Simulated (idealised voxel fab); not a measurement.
The following is a process module called voxel transistor to metal.
The width of the displayed cross-section, cut, is 285 nm; its cells are square, with a size of 5 nm.
Reading order for cross-sections: top band down to bottom band. Underlying form: a grid of square cells. Band size: one or more rows of cells. The band entry comprises the height of the band's top followed by the height of its bottom, expressed in nm, and subsequently the band's materials from left to right, each stated together with its width in nm. Where a single material is marked with the word "throughout", that material fills the band from edge to edge. The word "air" represents empty space. Heights from 0 (as-received wafer is one material below). Bottom band endless downward, as "from 0 down". Top row gets the first number, bottom row gets the second, and each row in between changes by the same step: that is how a band width like "30->40" works. For the purposes of this document, the phrase "no modifications" attached to a step denotes that no cell within the cross-section was modified by that step. Look at "Enclosed cavity list" for the closed voids: empty spaces with no open path to the top, sized 8 cells or up. Each is width x height at distance, distance from the left edge, all nm. That trailing text on a step's line, after the settings, is the simulator's own remark on the step. The optional step-line setting "overlay nm" applies to steps with a mask and quantifies how far to the right of its planned location the mask lay, a negative value indicating leftward placement. Layout of what follows: cross-section pairs, each bracketing one process step, the after cross-section shown only to the lowest band that changed, the step between and its settings noted under each pair. Pairs may originate in different runs of this module on the same starting wafer; a pair continues from the pair above only where its entry headed "Geometry before processing" says so.

### Geometry before processing
  from 55 to 50: TiN=40, then air=5, then TiN=60, then air=5, then TiN=60, then air=5, then TiN=60, then air=5, then TiN=45
  from 50 to 40: SiO2=35, then TiN=5, then air=5, then TiN=5, then SiO2=50, then TiN=5, then air=5, then TiN=5, then SiO2=50, then TiN=5, then air=5, then TiN=5, then SiO2=50, then TiN=5, then air=5, then TiN=5, then SiO2=40
  from 40 to 35: SiO2=35, then TiN=15, then SiO2=50, then TiN=15, then SiO2=50, then TiN=15, then SiO2=50, then TiN=15, then SiO2=40
  from 35 to 25: SiCN=65, then SiO2=5, then SiN=10, then SiO2=5, then SiCN=110, then SiO2=5, then SiN=10, then SiO2=5, then SiCN=70
  from 25 to 20: polySi=20, then SiCN=45, then SiO2=5, then SiN=10, then SiO2=5, then SiCN=45, then polySi=20, then SiCN=45, then SiO2=5, then SiN=10, then SiO2=5, then SiCN=45, then polySi=25
  from 20 to 0: polySi=65, then SiO2=5, then SiN=10, then SiO2=5, then polySi=110, then SiO2=5, then SiN=10, then SiO2=5, then polySi=70
  from 0 to -5: SiO2=20, then polySi=45, then SiO2=5, then SiN=10, then SiO2=5, then polySi=45, then SiO2=20, then polySi=45, then SiO2=5, then SiN=10, then SiO2=5, then polySi=45, then SiO2=25
  from -5 to -10: SiO2 throughout
  from -10 to -35: SiO2=25, then Si=100, then SiO2=30, then Si=100, then SiO2=30
  from -35 down: Si throughout
  Enclosed cavity list: none

### State After Step
  from 60 to 55: Ru throughout
  from 55 to 50: TiN=40, then Ru=5, then TiN=60, then Ru=5, then TiN=60, then Ru=5, then TiN=60, then Ru=5, then TiN=45
  from 50 to 40: SiO2=35, then TiN=5, then Ru=5, then TiN=5, then SiO2=50, then TiN=5, then Ru=5, then TiN=5, then SiO2=50, then TiN=5, then Ru=5, then TiN=5, then SiO2=50, then TiN=5, then Ru=5, then TiN=5, then SiO2=40
  Below 40 it's all the same as before, nothing changed down there.
  Enclosed cavity list: none
Processing between the before and after sections above: FILL_DEP: material Ru, thk nm 5

Geometry before processing: The prior state of this step coincides with the post-step cross-section of the pair just above.

### State After Step
  from 50 to 40: SiO2=35, then TiN=5, then Ru=5, then TiN=5, then SiO2=50, then TiN=5, then Ru=5, then TiN=5, then SiO2=50, then TiN=5, then Ru=5, then TiN=5, then SiO2=50, then TiN=5, then Ru=5, then TiN=5, then SiO2=40
  Below 40 it's all the same as before, nothing changed down there.
  Enclosed cavity list: none
Processing between the before and after sections above: CMP: height nm 50

Geometry before processing: The prior state of this step coincides with the post-step cross-section of the pair just above.

### State After Step
  from 55 to 50: SiCN throughout
  Below 50 it's all the same as before, nothing changed down there.
  Enclosed cavity list: none
Processing between the before and after sections above: CONFORMAL_DEP: material SiCN, thk nm 5

Geometry before processing: The prior state of this step coincides with the post-step cross-section of the pair just above.

### State After Step
  from 75 to 55: lowk throughout
  Below 55 it's all the same as before, nothing changed down there.
  Enclosed cavity list: none
Processing between the before and after sections above: DIRECTIONAL_DEP: material lowk, thk nm 20

Geometry before processing: The prior state of this step coincides with the post-step cross-section of the pair just above.

### State After Step
  from 90 to 75: resist=35, then air=15, then resist=50, then air=15, then resist=50, then air=15, then resist=50, then air=15, then resist=40
  Below 75 it's all the same as before, nothing changed down there.
  Enclosed cavity list: none
Processing between the before and after sections above: PATTERN: tone open, mask id METAL_1, material resist, width nm 15, pitch nm 65, thk nm 15, overlay nm 0

Geometry before processing: The prior state of this step coincides with the post-step cross-section of the pair just above.

### State After Step
  from 90 to 75: resist=35, then air=15, then resist=50, then air=15, then resist=50, then air=15, then resist=50, then air=15, then resist=40
  from 75 to 55: lowk=35, then air=15, then lowk=50, then air=15, then lowk=50, then air=15, then lowk=50, then air=15, then lowk=40
  Below 55 it's all the same as before, nothing changed down there.
  Enclosed cavity list: none
Processing between the before and after sections above: DIRECTIONAL_ETCH: etch materials lowk, depth nm 20

Geometry before processing: The prior state of this step coincides with the post-step cross-section of the pair just above.

### State After Step
  from 90 to 75: resist=35, then air=15, then resist=50, then air=15, then resist=50, then air=15, then resist=50, then air=15, then resist=40
  from 75 to 55: lowk=35, then air=15, then lowk=50, then air=15, then lowk=50, then air=15, then lowk=50, then air=15, then lowk=40
  from 55 to 50: SiCN=35, then air=15, then SiCN=50, then air=15, then SiCN=50, then air=15, then SiCN=50, then air=15, then SiCN=40
  Below 50 it's all the same as before, nothing changed down there.
  Enclosed cavity list: none
Processing between the before and after sections above: DIRECTIONAL_ETCH: etch materials SiCN, depth nm 5

Geometry before processing: The prior state of this step coincides with the post-step cross-section of the pair just above.

### State After Step
  from 75 to 55: lowk=35, then air=15, then lowk=50, then air=15, then lowk=50, then air=15, then lowk=50, then air=15, then lowk=40
  Below 55 it's all the same as before, nothing changed down there.
  Enclosed cavity list: none
Processing between the before and after sections above: STRIP: etch materials resist

Geometry before processing: The prior state of this step coincides with the post-step cross-section of the pair just above.

### State After Step
  from 80 to 75: TiN=40, then air=5, then TiN=60, then air=5, then TiN=60, then air=5, then TiN=60, then air=5, then TiN=45
  from 75 to 55: lowk=35, then TiN=5, then air=5, then TiN=5, then lowk=50, then TiN=5, then air=5, then TiN=5, then lowk=50, then TiN=5, then air=5, then TiN=5, then lowk=50, then TiN=5, then air=5, then TiN=5, then lowk=40
  from 55 to 50: SiCN=35, then TiN=15, then SiCN=50, then TiN=15, then SiCN=50, then TiN=15, then SiCN=50, then TiN=15, then SiCN=40
  Below 50 it's all the same as before, nothing changed down there.
  Enclosed cavity list: none
Processing between the before and after sections above: CONFORMAL_DEP: material TiN, thk nm 5

Geometry before processing: The prior state of this step coincides with the post-step cross-section of the pair just above.

### State After Step
  from 90 to 80: W throughout
  from 80 to 75: TiN=40, then W=5, then TiN=60, then W=5, then TiN=60, then W=5, then TiN=60, then W=5, then TiN=45
  from 75 to 55: lowk=35, then TiN=5, then W=5, then TiN=5, then lowk=50, then TiN=5, then W=5, then TiN=5, then lowk=50, then TiN=5, then W=5, then TiN=5, then lowk=50, then TiN=5, then W=5, then TiN=5, then lowk=40
  Below 55 it's all the same as before, nothing changed down there.
  Enclosed cavity list: none
Processing between the before and after sections above: FILL_DEP: material W, thk nm 10

Geometry before processing: The prior state of this step coincides with the post-step cross-section of the pair just above.

### State After Step
  from 75 to 55: lowk=35, then TiN=5, then W=5, then TiN=5, then lowk=50, then TiN=5, then W=5, then TiN=5, then lowk=50, then TiN=5, then W=5, then TiN=5, then lowk=50, then TiN=5, then W=5, then TiN=5, then lowk=40
  Below 55 it's all the same as before, nothing changed down there.
  Enclosed cavity list: none
Processing between the before and after sections above: CMP: height nm 75

Geometry before processing: The prior state of this step coincides with the post-step cross-section of the pair just above.

### State After Step
  from 80 to 75: air=30, then Ru=25, then air=40, then Ru=25, then air=40, then Ru=25, then air=40, then Ru=25, then air=35
  Below 75 it's all the same as before, nothing changed down there.
  Enclosed cavity list: none
Processing between the before and after sections above: EPI: material Ru, thk nm 5

Geometry before processing: The prior state of this step coincides with the post-step cross-section of the pair just above.

### State After Step
  from 85 to 80: SiCN throughout
  from 80 to 75: SiCN=30, then Ru=25, then SiCN=40, then Ru=25, then SiCN=40, then Ru=25, then SiCN=40, then Ru=25, then SiCN=35
  Below 75 it's all the same as before, nothing changed down there.
  Enclosed cavity list: none
Processing between the before and after sections above: FILL_DEP: material SiCN, thk nm 5
